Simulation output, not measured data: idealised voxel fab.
Process module in this document: voxel self aligned contacts
The width of the displayed cross-section, cut, is 245 nm; its cells are square, with a size of 5 nm.
Square cells in a grid make up a cross-section in this document, and the grid is given as bands, listed from the top down, each one or more rows of cells.
Within each band entry, the heights of the top and of the bottom of the band appear first, in that order and in nm; the materials of the band then follow from left to right, each with its corresponding width in nm. The designation "everywhere" on a single material indicates that it fills the band from edge to edge; the designation "blank" indicates empty space.
Convention: height 0 is the level below which the wafer, as received, is all one material. The lowest band does not terminate at the bottom but continues downward, represented as "0 and below".
When a width is written as two numbers, as in "30 to 40", the first number is the width in the top row of cells of the band and the second is the width in its bottom row, and the width changes by the same amount from each row to the next.
Basically "everything unchanged" means that step didn't change any cell in the cross-section.
Empty spaces counting at least 8 cells and having no open way to the top are listed in "Closed cavities". The notation width x height at distance is used for each, the distance being from the left edge and all three values in nm.
That trailing text on a step's line, after the settings, is the simulator's own remark on the step.
A step line may carry the setting "overlay nm", which, for steps involving a mask, states the distance by which the mask lay to the right of its intended position; negative values denote displacement to the left.
# Process steps - plan
1. RECEIVE | material Si
2. CONFORMAL_DEP | material SiO2 | thk nm 5
3. DIRECTIONAL_DEP | material polySi | thk nm 30
4. DIRECTIONAL_DEP | material SiN | thk nm 20
5. PATTERN | tone cover | mask id GATE | material resist | width nm 30 | pitch nm 70 | thk nm 20 | overlay nm 0
6. DIRECTIONAL_ETCH | etch materials SiN | depth nm 20
7. DIRECTIONAL_ETCH | etch materials polySi | depth nm 30
8. STRIP | etch materials resist
9. CONFORMAL_DEP | material SiN | thk nm 10
10. DIRECTIONAL_ETCH | etch materials SiN | depth nm 10
11. FILL_DEP | material SiO2 | thk nm 10
12. CMP | height nm 60
13. PATTERN | tone open | mask id CONTACT | material resist | width nm 50 | pitch nm 70 | thk nm 20 | overlay nm 0
14. DIRECTIONAL_ETCH | etch materials SiO2 | depth nm 60
15. STRIP | etch materials resist
16. CONFORMAL_DEP | material TiN | thk nm 5
17. FILL_DEP | material Ru | thk nm 5
18. CMP | height nm 60
19. CONFORMAL_DEP | material SiCN | thk nm 5
# First of two wafers: run as planned
# Cross-sectional view of the wafer in its as-received condition, corresponding to the state after step 1
* 0 and below  Si everywhere
* Closed cavities: none
# Upon completion of step 2, the wafer appears in cross-section as shown
* 5 down to 0  SiO2 everywhere
* Whatever lies below 0 is exactly as it was before.
# Upon completion of step 3, the wafer appears in cross-section as shown
* 35 down to 5  polySi everywhere
* Whatever lies below 5 is exactly as it was before.
# Upon completion of step 4, the wafer appears in cross-section as shown
* 55 down to 35  SiN everywhere
* Whatever lies below 35 is exactly as it was before.
# Upon completion of step 5, the wafer appears in cross-section as shown
* 75 down to 55  35 blank, 30 resist, 40 blank, 30 resist, 40 blank, 30 resist, 40 blank
* Whatever lies below 55 is exactly as it was before.
# Upon completion of step 6, the wafer appears in cross-section as shown
* 75 down to 55  35 blank, 30 resist, 40 blank, 30 resist, 40 blank, 30 resist, 40 blank
* 55 down to 35  35 blank, 30 SiN, 40 blank, 30 SiN, 40 blank, 30 SiN, 40 blank
* Whatever lies below 35 is exactly as it was before.
# Upon completion of step 7, the wafer appears in cross-section as shown
* 75 down to 55  35 blank, 30 resist, 40 blank, 30 resist, 40 blank, 30 resist, 40 blank
* 55 down to 35  35 blank, 30 SiN, 40 blank, 30 SiN, 40 blank, 30 SiN, 40 blank
* 35 down to 5  35 blank, 30 polySi, 40 blank, 30 polySi, 40 blank, 30 polySi, 40 blank
* Whatever lies below 5 is exactly as it was before.
# Upon completion of step 8, the wafer appears in cross-section as shown
* 55 down to 35  35 blank, 30 SiN, 40 blank, 30 SiN, 40 blank, 30 SiN, 40 blank
* Whatever lies below 35 is exactly as it was before.
# Upon completion of step 9, the wafer appears in cross-section as shown
* 65 down to 35  25 blank, 50 SiN, 20 blank, 50 SiN, 20 blank, 50 SiN, 30 blank
* 35 down to 15  25 blank, 10 SiN, 30 polySi, 10 SiN, 20 blank, 10 SiN, 30 polySi, 10 SiN, 20 blank, 10 SiN, 30 polySi, 10 SiN, 30 blank
* 15 down to 5  35 SiN, 30 polySi, 40 SiN, 30 polySi, 40 SiN, 30 polySi, 40 SiN
* Whatever lies below 5 is exactly as it was before.
# Upon completion of step 10, the wafer appears in cross-section as shown
* 55 down to 35  25 blank, 50 SiN, 20 blank, 50 SiN, 20 blank, 50 SiN, 30 blank
* 35 down to 5  25 blank, 10 SiN, 30 polySi, 10 SiN, 20 blank, 10 SiN, 30 polySi, 10 SiN, 20 blank, 10 SiN, 30 polySi, 10 SiN, 30 blank
* Whatever lies below 5 is exactly as it was before.
# Upon completion of step 11, the wafer appears in cross-section as shown
* 65 down to 55  SiO2 everywhere
* 55 down to 35  25 SiO2, 50 SiN, 20 SiO2, 50 SiN, 20 SiO2, 50 SiN, 30 SiO2
* 35 down to 5  25 SiO2, 10 SiN, 30 polySi, 10 SiN, 20 SiO2, 10 SiN, 30 polySi, 10 SiN, 20 SiO2, 10 SiN, 30 polySi, 10 SiN, 30 SiO2
* Whatever lies below 5 is exactly as it was before.
# Upon completion of step 12, the wafer appears in cross-section as shown
* 60 down to 55  SiO2 everywhere
* Whatever lies below 55 is exactly as it was before.
# Upon completion of step 13, the wafer appears in cross-section as shown
* 80 down to 60  60 resist, 50 blank, 20 resist, 50 blank, 65 resist
* Whatever lies below 60 is exactly as it was before.
# Upon completion of step 14, the wafer appears in cross-section as shown
* 80 down to 60  60 resist, 50 blank, 20 resist, 50 blank, 65 resist
* 60 down to 55  60 SiO2, 50 blank, 20 SiO2, 50 blank, 65 SiO2
* 55 down to 35  25 SiO2, 50 SiN, 20 blank, 50 SiN, 20 blank, 50 SiN, 30 SiO2
* 35 down to 5  25 SiO2, 10 SiN, 30 polySi, 10 SiN, 20 blank, 10 SiN, 30 polySi, 10 SiN, 20 blank, 10 SiN, 30 polySi, 10 SiN, 30 SiO2
* 5 down to 0  75 SiO2, 20 blank, 50 SiO2, 20 blank, 80 SiO2
* Whatever lies below 0 is exactly as it was before.
# Upon completion of step 15, the wafer appears in cross-section as shown
* 60 down to 55  60 SiO2, 50 blank, 20 SiO2, 50 blank, 65 SiO2
* Whatever lies below 55 is exactly as it was before.
# Upon completion of step 16, the wafer appears in cross-section as shown
* 65 down to 60  65 TiN, 40 blank, 30 TiN, 40 blank, 70 TiN
* 60 down to 55  60 SiO2, 20 TiN, 10 blank, 20 TiN, 20 SiO2, 20 TiN, 10 blank, 20 TiN, 65 SiO2
* 55 down to 35  25 SiO2, 50 SiN, 5 TiN, 10 blank, 5 TiN, 50 SiN, 5 TiN, 10 blank, 5 TiN, 50 SiN, 30 SiO2
* 35 down to 5  25 SiO2, 10 SiN, 30 polySi, 10 SiN, 5 TiN, 10 blank, 5 TiN, 10 SiN, 30 polySi, 10 SiN, 5 TiN, 10 blank, 5 TiN, 10 SiN, 30 polySi, 10 SiN, 30 SiO2
* 5 down to 0  75 SiO2, 20 TiN, 50 SiO2, 20 TiN, 80 SiO2
* Whatever lies below 0 is exactly as it was before.
# Upon completion of step 17, the wafer appears in cross-section as shown
* 70 down to 65  Ru everywhere
* 65 down to 60  65 TiN, 40 Ru, 30 TiN, 40 Ru, 70 TiN
* 60 down to 55  60 SiO2, 20 TiN, 10 Ru, 20 TiN, 20 SiO2, 20 TiN, 10 Ru, 20 TiN, 65 SiO2
* 55 down to 35  25 SiO2, 50 SiN, 5 TiN, 10 Ru, 5 TiN, 50 SiN, 5 TiN, 10 Ru, 5 TiN, 50 SiN, 30 SiO2
* 35 down to 5  25 SiO2, 10 SiN, 30 polySi, 10 SiN, 5 TiN, 10 Ru, 5 TiN, 10 SiN, 30 polySi, 10 SiN, 5 TiN, 10 Ru, 5 TiN, 10 SiN, 30 polySi, 10 SiN, 30 SiO2
* Whatever lies below 5 is exactly as it was before.
# Upon completion of step 18, the wafer appears in cross-section as shown
* 60 down to 55  60 SiO2, 20 TiN, 10 Ru, 20 TiN, 20 SiO2, 20 TiN, 10 Ru, 20 TiN, 65 SiO2
* Whatever lies below 55 is exactly as it was before.
# Upon completion of step 19, the wafer appears in cross-section as shown
* 65 down to 60  SiCN everywhere
* Whatever lies below 60 is exactly as it was before.
# Second wafer, same starting state and plan as the first, one mistake in the run, identical through step 12
# when step 13 should have ended
* 80 down to 60  65 resist, 45 blank, 25 resist, 45 blank, 65 resist
* Whatever lies below 60 is exactly as it was before.
# when step 14 should have ended
* 80 down to 60  65 resist, 45 blank, 25 resist, 45 blank, 65 resist
* 60 down to 55  65 SiO2, 45 blank, 25 SiO2, 45 blank, 65 SiO2
* 55 down to 35  25 SiO2, 50 SiN, 20 blank, 50 SiN, 20 blank, 50 SiN, 30 SiO2
* 35 down to 5  25 SiO2, 10 SiN, 30 polySi, 10 SiN, 20 blank, 10 SiN, 30 polySi, 10 SiN, 20 blank, 10 SiN, 30 polySi, 10 SiN, 30 SiO2
* 5 down to 0  75 SiO2, 20 blank, 50 SiO2, 20 blank, 80 SiO2
* Whatever lies below 0 is exactly as it was before.
# when step 15 should have ended
* 60 down to 55  65 SiO2, 45 blank, 25 SiO2, 45 blank, 65 SiO2
* Whatever lies below 55 is exactly as it was before.
# when step 16 should have ended
* 65 down to 60  70 TiN, 35 blank, 35 TiN, 35 blank, 70 TiN
* 60 down to 55  65 SiO2, 15 TiN, 10 blank, 20 TiN, 25 SiO2, 15 TiN, 10 blank, 20 TiN, 65 SiO2
* 55 down to 35  25 SiO2, 50 SiN, 5 TiN, 10 blank, 5 TiN, 50 SiN, 5 TiN, 10 blank, 5 TiN, 50 SiN, 30 SiO2
* 35 down to 5  25 SiO2, 10 SiN, 30 polySi, 10 SiN, 5 TiN, 10 blank, 5 TiN, 10 SiN, 30 polySi, 10 SiN, 5 TiN, 10 blank, 5 TiN, 10 SiN, 30 polySi, 10 SiN, 30 SiO2
* 5 down to 0  75 SiO2, 20 TiN, 50 SiO2, 20 TiN, 80 SiO2
* Whatever lies below 0 is exactly as it was before.
# when step 17 should have ended
* 70 down to 65  Ru everywhere
* 65 down to 60  70 TiN, 35 Ru, 35 TiN, 35 Ru, 70 TiN
* 60 down to 55  65 SiO2, 15 TiN, 10 Ru, 20 TiN, 25 SiO2, 15 TiN, 10 Ru, 20 TiN, 65 SiO2
* 55 down to 35  25 SiO2, 50 SiN, 5 TiN, 10 Ru, 5 TiN, 50 SiN, 5 TiN, 10 Ru, 5 TiN, 50 SiN, 30 SiO2
* 35 down to 5  25 SiO2, 10 SiN, 30 polySi, 10 SiN, 5 TiN, 10 Ru, 5 TiN, 10 SiN, 30 polySi, 10 SiN, 5 TiN, 10 Ru, 5 TiN, 10 SiN, 30 polySi, 10 SiN, 30 SiO2
* Whatever lies below 5 is exactly as it was before.
# when step 18 should have ended
* 60 down to 55  65 SiO2, 15 TiN, 10 Ru, 20 TiN, 25 SiO2, 15 TiN, 10 Ru, 20 TiN, 65 SiO2
* Whatever lies below 55 is exactly as it was before.
# when step 19 should have ended
* 65 down to 60  SiCN everywhere
* Whatever lies below 60 is exactly as it was before.
The plan and the run diverged here: step 13 was run on a setting that differed from the plan, and what really ran there is PATTERN | tone open | mask id CONTACT | material resist | width nm 45 | pitch nm 70 | thk nm 20 | overlay nm 0
Looking at both finished wafers in cells, the second ends up ahead of or behind the first on some materials: +2 SiO2, -2 TiN
